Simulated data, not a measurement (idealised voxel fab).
process module | voxel gate over fins
cross-section cut | 250 nm wide | cells 5 nm
A cross-section is a grid of square cells, given in bands from the top down. A band is one or more rows of cells.
Each band's line starts with the height of the band's top and of its bottom, in nm. Then come its materials from left to right, each with its width in nm. One material with "throughout" fills the band from edge to edge. "air" is empty space.
Height 0 is the level under which the wafer as received is all one material. The lowest band goes on downwards, as in "0 down".
A width such as "30 to 40" changes by the same amount from each row of cells to the next, from the band's top row to its bottom row.
"no change" after a step means that no cell of the cross-section changed.
closed voids: empty space of 8 cells or more with no open way to the top, each as width x height at its distance from the left edge, in nm
after a step's settings: what the simulator itself notes on the step
overlay nm, on a step with a mask: how far to the right of its planned place the mask lay; to the left if negative
plan
1 op RECEIVE | material Si
2 op CONFORMAL_DEP | material SiN | thk nm 10
3 op PATTERN | tone cover | mask id FINS | material resist | width nm 15 | pitch nm 60 | thk nm 20 | overlay nm 0
4 op DIRECTIONAL_ETCH | etch materials SiN | depth nm 10
5 op DIRECTIONAL_ETCH | etch materials Si | depth nm 40
6 op STRIP | etch materials resist
7 op OXIDIZE | depth nm 5
8 op FILL_DEP | material SiO2 | thk nm 5
9 op CMP | height nm 10
10 op MASKED_ETCH | tone open | mask id RAIL | width nm 15 | etch materials SiO2 | depth nm 45 | overlay nm 0
11 op CONFORMAL_DEP | material TiN | thk nm 5
12 op FILL_DEP | material Ru | thk nm 10
13 op CMP | height nm 10
14 op SELECTIVE_ETCH | etch materials W Ru TiN | depth nm 25
15 op FILL_DEP | material SiO2 | thk nm 5
16 op CMP | height nm 10
17 op SELECTIVE_ETCH | etch materials SiO2 | depth nm 20
18 op STRIP | etch materials SiN
19 op CONFORMAL_DEP | material HfO2 | thk nm 5
20 op CONFORMAL_DEP | material TiN | thk nm 5
21 op CONFORMAL_DEP | material TiAl | thk nm 5
22 op CONFORMAL_DEP | material TiN | thk nm 5
23 op FILL_DEP | material W | thk nm 10
24 op CMP | height nm 25
25 op CONFORMAL_DEP | material SiCN | thk nm 10
as received, after step 1
  0 down: Si throughout
  closed voids: none
first wafer at the end, as planned
  35 to 25: SiCN throughout
  25 to 20: W throughout
  20 to 15: W 10 | TiN 45 | W 15 | TiN 45 | W 15 | TiN 45 | W 15 | TiN 45 | W 15
  15 to 10: W 10 | TiN 5 | TiAl 35 | TiN 5 | W 15 | TiN 5 | TiAl 35 | TiN 5 | W 15 | TiN 5 | TiAl 35 | TiN 5 | W 15 | TiN 5 | TiAl 35 | TiN 5 | W 15
  10 to 5: TiN 15 | TiAl 5 | TiN 25 | TiAl 5 | TiN 25 | TiAl 5 | TiN 25 | TiAl 5 | TiN 25 | TiAl 5 | TiN 25 | TiAl 5 | TiN 25 | TiAl 5 | TiN 25 | TiAl 5 | TiN 20
  5 to 0: TiAl 20 | TiN 5 | HfO2 15 | TiN 5 | TiAl 35 | TiN 5 | HfO2 15 | TiN 5 | TiAl 35 | TiN 5 | HfO2 15 | TiN 5 | TiAl 35 | TiN 5 | HfO2 15 | TiN 5 | TiAl 25
  0 to -5: TiN 25 | HfO2 5 | Si 5 | HfO2 5 | TiN 45 | HfO2 5 | Si 5 | HfO2 5 | TiN 45 | HfO2 5 | Si 5 | HfO2 5 | TiN 45 | HfO2 5 | Si 5 | HfO2 5 | TiN 30
  -5 to -10: HfO2 30 | Si 5 | HfO2 55 | Si 5 | HfO2 55 | Si 5 | HfO2 55 | Si 5 | HfO2 35
  -10 to -15: SiO2 30 | Si 5 | SiO2 55 | Si 5 | SiO2 55 | Si 5 | SiO2 55 | Si 5 | SiO2 35
  -15 to -30: SiO2 30 | Si 5 | SiO2 20 | TiN 5 | Ru 5 | TiN 5 | SiO2 20 | Si 5 | SiO2 55 | Si 5 | SiO2 55 | Si 5 | SiO2 35
  -30 to -35: SiO2 30 | Si 5 | SiO2 20 | TiN 15 | SiO2 20 | Si 5 | SiO2 55 | Si 5 | SiO2 55 | Si 5 | SiO2 35
  -35 to -45: SiO2 30 | Si 5 | SiO2 55 | Si 5 | SiO2 55 | Si 5 | SiO2 55 | Si 5 | SiO2 35
  -45 down: Si throughout
  closed voids: none
second wafer at the end: like start, like plan, one mistake
  35 to 25: SiCN throughout
  25 to 20: W throughout
  20 to 15: W 10 | TiN 45 | W 15 | TiN 45 | W 15 | TiN 45 | W 15 | TiN 45 | W 15
  15 to 10: W 10 | TiN 5 | TiAl 35 | TiN 5 | W 15 | TiN 5 | TiAl 35 | TiN 5 | W 15 | TiN 5 | TiAl 35 | TiN 5 | W 15 | TiN 5 | TiAl 35 | TiN 5 | W 15
  10 to 5: TiN 15 | TiAl 5 | HfO2 25 | TiAl 5 | TiN 25 | TiAl 5 | HfO2 25 | TiAl 5 | TiN 25 | TiAl 5 | HfO2 25 | TiAl 5 | TiN 25 | TiAl 5 | HfO2 25 | TiAl 5 | TiN 20
  5 to 0: TiAl 20 | HfO2 5 | TiN 15 | HfO2 5 | TiAl 35 | HfO2 5 | TiN 15 | HfO2 5 | TiAl 35 | HfO2 5 | TiN 15 | HfO2 5 | TiAl 35 | HfO2 5 | TiN 15 | HfO2 5 | TiAl 25
  0 to -5: HfO2 25 | TiN 5 | Si 5 | TiN 5 | HfO2 45 | TiN 5 | Si 5 | TiN 5 | HfO2 45 | TiN 5 | Si 5 | TiN 5 | HfO2 45 | TiN 5 | Si 5 | TiN 5 | HfO2 30
  -5 to -10: TiN 30 | Si 5 | TiN 55 | Si 5 | TiN 55 | Si 5 | TiN 55 | Si 5 | TiN 35
  -10 to -15: SiO2 30 | Si 5 | SiO2 55 | Si 5 | SiO2 55 | Si 5 | SiO2 55 | Si 5 | SiO2 35
  -15 to -30: SiO2 30 | Si 5 | SiO2 20 | TiN 5 | Ru 5 | TiN 5 | SiO2 20 | Si 5 | SiO2 55 | Si 5 | SiO2 55 | Si 5 | SiO2 35
  -30 to -35: SiO2 30 | Si 5 | SiO2 20 | TiN 15 | SiO2 20 | Si 5 | SiO2 55 | Si 5 | SiO2 55 | Si 5 | SiO2 35
  -35 to -45: SiO2 30 | Si 5 | SiO2 55 | Si 5 | SiO2 55 | Si 5 | SiO2 55 | Si 5 | SiO2 35
  -45 down: Si throughout
  closed voids: none
what went wrong: steps 19 and 20 were swapped
at the end the second wafer has, in cells: as many of each material as the first, in other places
